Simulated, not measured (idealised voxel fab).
Herein follows the process module entitled voxel ribs on slabs.
Displayed cross-section: cut, width of 300 nm, square cells sized 5 nm.
In this document a cross-section is written as a grid of square cells. It is given as a series of bands, listed from the top down, and a band is one or more rows of cells.
This entry defines a band. It first specifies the height of the band's top and the height of its bottom in nm, and then specifies the band's materials from left to right, stating each material with its width in nm. The word "full width" identifies a single material that fills the band from edge to edge, while the word "blank" identifies empty space.
Ref level 0: as-received wafer is one material below here. Bottom band extends down with no lower bound ("from 0 down").
It should be noted that a width expressed as "30..40" varies in equal increments from row to row of cells within the band, taking the value of the first number at the top row and that of the second number at the bottom row.
What does "nothing different" mean for a step? It means no cell of the cross-section changed in that step.
Empty spaces without an open route to the top, at least 8 cells in extent, make up the entry "Enclosed cavities"; each is given as width x height at distance, where the distance is measured from the left edge, and all are in nm.
Heads up: the bit after the settings on a step's line is the simulator's remark on that step.
The optional step-line setting "overlay nm" applies to steps with a mask and quantifies how far to the right of its planned location the mask lay, a negative value indicating leftward placement.
# Process steps (planned)
1. RECEIVE: material Si
2. DIRECTIONAL_DEP: material SiO2, thk nm 25
3. DIRECTIONAL_DEP: material polySi, thk nm 20
4. PATTERN: tone cover, mask id RIB, material resist, width nm 30, thk nm 15, overlay nm 0
5. DIRECTIONAL_ETCH: etch materials polySi, depth nm 15
6. STRIP: etch materials resist
7. PATTERN: tone cover, mask id SLAB, material resist, width nm 90, thk nm 20, overlay nm 0
8. DIRECTIONAL_ETCH: etch materials polySi, depth nm 5
9. STRIP: etch materials resist
10. FILL_DEP: material SiO2, thk nm 20
11. CMP: height nm 60
12. DIRECTIONAL_DEP: material W, thk nm 5
13. PATTERN: tone cover, mask id HEATER, material resist, width nm 40, thk nm 20, overlay nm 0
14. DIRECTIONAL_ETCH: etch materials W, depth nm 5
15. STRIP: etch materials resist
16. CONFORMAL_DEP: material SiN, thk nm 5
# Run as planned: first of two wafers
# The cross-section here shows the wafer as received, i.e. in its state after step 1
	from 0 down: Si full width
	Enclosed cavities: none
# Cross-section of the wafer subsequent to step 2
	from 25 to 0: SiO2 full width
	Below a height of 0, the structure has not been altered.
# Cross-section of the wafer subsequent to step 3
	from 45 to 25: polySi full width
	Below a height of 25, the structure has not been altered.
# Cross-section of the wafer subsequent to step 4
	from 60 to 45: 135 nm blank, then 30 nm resist, then 135 nm blank
	Below a height of 45, the structure has not been altered.
# Cross-section of the wafer subsequent to step 5
	from 60 to 45: 135 nm blank, then 30 nm resist, then 135 nm blank
	from 45 to 30: 135 nm blank, then 30 nm polySi, then 135 nm blank
	Below a height of 30, the structure has not been altered.
# Cross-section of the wafer subsequent to step 6
	from 45 to 30: 135 nm blank, then 30 nm polySi, then 135 nm blank
	Below a height of 30, the structure has not been altered.
# Cross-section of the wafer subsequent to step 7
	from 65 to 45: 105 nm blank, then 90 nm resist, then 105 nm blank
	from 45 to 30: 105 nm blank, then 30 nm resist, then 30 nm polySi, then 30 nm resist, then 105 nm blank
	Below a height of 30, the structure has not been altered.
# Cross-section of the wafer subsequent to step 8
	from 65 to 45: 105 nm blank, then 90 nm resist, then 105 nm blank
	from 45 to 30: 105 nm blank, then 30 nm resist, then 30 nm polySi, then 30 nm resist, then 105 nm blank
	from 30 to 25: 105 nm blank, then 90 nm polySi, then 105 nm blank
	Below a height of 25, the structure has not been altered.
# Cross-section of the wafer subsequent to step 9
	from 45 to 30: 135 nm blank, then 30 nm polySi, then 135 nm blank
	Below a height of 30, the structure has not been altered.
# Cross-section of the wafer subsequent to step 10
	from 65 to 45: SiO2 full width
	from 45 to 30: 135 nm SiO2, then 30 nm polySi, then 135 nm SiO2
	from 30 to 25: 105 nm SiO2, then 90 nm polySi, then 105 nm SiO2
	Below a height of 25, the structure has not been altered.
# Cross-section of the wafer subsequent to step 11
	from 60 to 45: SiO2 full width
	Below a height of 45, the structure has not been altered.
# Cross-section of the wafer subsequent to step 12
	from 65 to 60: W full width
	Below a height of 60, the structure has not been altered.
# Cross-section of the wafer subsequent to step 13
	from 85 to 65: 130 nm blank, then 40 nm resist, then 130 nm blank
	Below a height of 65, the structure has not been altered.
# Cross-section of the wafer subsequent to step 14
	from 85 to 65: 130 nm blank, then 40 nm resist, then 130 nm blank
	from 65 to 60: 130 nm blank, then 40 nm W, then 130 nm blank
	Below a height of 60, the structure has not been altered.
# Cross-section of the wafer subsequent to step 15
	from 65 to 60: 130 nm blank, then 40 nm W, then 130 nm blank
	Below a height of 60, the structure has not been altered.
# Cross-section of the wafer subsequent to step 16
	from 70 to 65: 125 nm blank, then 50 nm SiN, then 125 nm blank
	from 65 to 60: 130 nm SiN, then 40 nm W, then 130 nm SiN
	Below a height of 60, the structure has not been altered.
# Now the other wafer: same start, same recipe, but we messed up one thing when running it. Up to and including step 9 it's the same as the first one
# Second wafer at the planned finish of step 10, seen in cross-section
	from 65 to 25: polySi full width
	Below a height of 25, the structure has not been altered.
# Second wafer at the planned finish of step 11, seen in cross-section
	from 60 to 25: polySi full width
	Below a height of 25, the structure has not been altered.
# Second wafer at the planned finish of step 12, seen in cross-section
	from 65 to 60: W full width
	Below a height of 60, the structure has not been altered.
# Second wafer at the planned finish of step 13, seen in cross-section
	from 85 to 65: 130 nm blank, then 40 nm resist, then 130 nm blank
	Below a height of 65, the structure has not been altered.
# Second wafer at the planned finish of step 14, seen in cross-section
	from 85 to 65: 130 nm blank, then 40 nm resist, then 130 nm blank
	from 65 to 60: 130 nm blank, then 40 nm W, then 130 nm blank
	Below a height of 60, the structure has not been altered.
# Second wafer at the planned finish of step 15, seen in cross-section
	from 65 to 60: 130 nm blank, then 40 nm W, then 130 nm blank
	Below a height of 60, the structure has not been altered.
# Second wafer at the planned finish of step 16, seen in cross-section
	from 70 to 65: 125 nm blank, then 50 nm SiN, then 125 nm blank
	from 65 to 60: 130 nm SiN, then 40 nm W, then 130 nm SiN
	Below a height of 60, the structure has not been altered.
Misprocessing identified: planned and actual differ for step 10; actual: FILL_DEP: material polySi, thk nm 20
End check, counted in cells, second wafer has more or fewer of these materials than the first: -384 SiO2, +384 polySi
